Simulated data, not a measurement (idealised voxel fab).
The document below concerns the process module designated voxel self aligned vias.
The width of the displayed cross-section, cut, is 270 nm; its cells are square, with a size of 5 nm.
Cross-section format: a grid of square cells, given as bands from top to bottom; each band is one or more rows of cells. Look at the band entry: it leads with the top's height and the bottom's height in nm. Then it lists the materials left to right, with a width in nm for each. The word "everywhere" on a single material says that material fills the band edge to edge. The word "empty" is empty space. All heights in this document are referenced to 0, defined as the level beneath which the wafer, as received, consists entirely of one material. The lowest band is not bounded below; it extends indefinitely downward and is written in the form "z 0 and below". Note: "30..40" means the width goes from the first number (top row of the band) to the second number (bottom row) in equal steps per row of cells. Reading "all unchanged" for a step: not a cell of the cross-section changed in it. Entry "Encapsulated voids" = empty spaces >= 8 cells with no open way to the top; each as width x height at distance, distance from left edge, all nm. The remark found on a step's line after its settings is issued by the simulator itself and pertains to that step. If you see "overlay nm" on a step's line and that step has a mask, it's telling you how far right of where it was planned the mask ended up; a negative number means it went left instead.
Plan
1. RECEIVE with material Si
2. CONFORMAL_DEP with material SiO2, thk nm 10
3. CONFORMAL_DEP with material SiCN, thk nm 5
4. DIRECTIONAL_DEP with material SiO2, thk nm 20
5. MASKED_ETCH with tone open, mask id LINES, width nm 30, pitch nm 60, etch materials SiO2, depth nm 20, overlay nm 0
6. CONFORMAL_DEP with material TiN, thk nm 5
7. FILL_DEP with material Ru, thk nm 10
8. CMP with height nm 35
9. SELECTIVE_ETCH with etch materials W Ru TiN, depth nm 10
10. FILL_DEP with material SiN, thk nm 10
11. CMP with height nm 35
12. DIRECTIONAL_DEP with material SiO2, thk nm 15
13. MASKED_ETCH with tone open, mask id VIAS, width nm 40, etch materials SiO2, depth nm 15, overlay nm 0
14. MASKED_ETCH with tone open, mask id VIAS, width nm 40, etch materials SiN, depth nm 10, overlay nm 0
15. CONFORMAL_DEP with material TiN, thk nm 5
16. FILL_DEP with material Ru, thk nm 10
17. CMP with height nm 50
18. CONFORMAL_DEP with material SiN, thk nm 5
So this is the incoming wafer in cross-section - it's already been through step 1
- z 0 and below  Si everywhere
- Encapsulated voids: none
Here's the cross-section of the first of our two wafers at the end of the module - it ran as planned
- z 55 to 50  SiN everywhere
- z 50 to 40  SiO2=85 / TiN=5 / Ru=30 / TiN=5 / SiO2=145
- z 40 to 35  SiO2=85 / TiN=10 / Ru=20 / TiN=10 / SiO2=145
- z 35 to 30  SiO2=90 / TiN=5 / Ru=20 / TiN=5 / SiO2=30 / SiN=30 / SiO2=90
- z 30 to 25  SiO2=90 / TiN=30 / SiO2=30 / SiN=30 / SiO2=90
- z 25 to 20  SiO2=90 / TiN=5 / Ru=20 / TiN=5 / SiO2=30 / TiN=5 / Ru=20 / TiN=5 / SiO2=90
- z 20 to 15  SiO2=90 / TiN=30 / SiO2=30 / TiN=30 / SiO2=90
- z 15 to 10  SiCN everywhere
- z 10 to 0  SiO2 everywhere
- z 0 and below  Si everywhere
- Encapsulated voids: none
Cross-sectional view of the second of two wafers upon completion of the module. This wafer shared its starting condition and process plan with the first; one error was made during its execution
- z 55 to 50  SiN everywhere
- z 50 to 40  SiO2=85 / TiN=5 / Ru=30 / TiN=5 / SiO2=145
- z 40 to 35  SiO2=85 / TiN=40 / SiO2=145
- z 35 to 30  SiCN everywhere
- z 30 to 0  SiO2 everywhere
- z 0 and below  Si everywhere
- Encapsulated voids: none
The mistake made against the process plan was this: step 3 ran in the slot meant for step 4, and vice versa
In the final state, the cell counts of the second wafer exceed or fall short of those of the first for the following materials: 16 fewer of Ru | 12 fewer of SiN | 48 more of SiO2 | 20 fewer of TiN
